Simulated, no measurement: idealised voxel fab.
Process module, titled voxel double patterning
FYI the section here is cut, 235 nm wide, cells are 5 nm squares.
Cross-section spec: square-cell grid; bands listed top down; each band is one or more rows. Heads up on the band format: heights come first, top then bottom, in nm. After that it's the materials left to right, each with its width in nm. A single material flagged "all across" fills the whole band edge to edge, and "air" means there's empty space there. Convention: height 0 is the level below which the wafer, as received, is all one material. The lowest band does not terminate at the bottom but continues downward, represented as "top 0, no bottom". Width "30 to 40": first value at the band's top row of cells, second value at its bottom row, equal change from row to row. "nothing was modified" means the step left every cell of the cross-section as it was. The entry titled "Closed-off voids" provides the empty spaces that have no open way to the top, restricted to those of 8 cells or more. Each is presented as width x height at distance, the distance being measured from the left edge, with all three in nm. The remark found on a step's line after its settings is issued by the simulator itself and pertains to that step. Steps that use a mask can have "overlay nm" on their line. It says how far the mask sat to the right of where it was meant to be. Negative means to the left.
**Steps in the process plan**
- 1: op RECEIVE | material Si
- 2: op CONFORMAL_DEP | material SiO2 | thk nm 10
- 3: op DIRECTIONAL_DEP | material W | thk nm 15
- 4: op DIRECTIONAL_DEP | material SiN | thk nm 5
- 5: op PATTERN | tone open | mask id FIRST | material resist | width nm 15 | pitch nm 50 | thk nm 20 | overlay nm 0
- 6: op DIRECTIONAL_ETCH | etch materials SiN | depth nm 5
- 7: op STRIP | etch materials resist
- 8: op MASKED_ETCH | tone open | mask id SECOND | width nm 15 | etch materials SiN | depth nm 5 | overlay nm 0
- 9: op DIRECTIONAL_ETCH | etch materials W | depth nm 15
- 10: op STRIP | etch materials SiN
**as received, after step 1**
* top 0, no bottom | Si all across
* Closed-off voids: none
**First of two wafers: cross-section at end of module, run per plan**
* top 25, bottom 10 | 85 of W  15 of air  10 of W  15 of air  10 of W  15 of air  85 of W
* top 10, bottom 0 | SiO2 all across
* top 0, no bottom | Si all across
* Closed-off voids: none
**This cross-section belongs to the second wafer of two at the end of the module; the start and the plan were shared with the first, and the run included one mistake**
* top 25, bottom 15 | SiO2 all across
* top 15, bottom 0 | W all across
* top 0, no bottom | Si all across
* Closed-off voids: none
The plan and the run diverged here: transposition of steps 2 and 3 relative to the planned sequence
Wrapping up, a cell-based count of both wafers puts the second over or under the first for these materials: W: 27 more
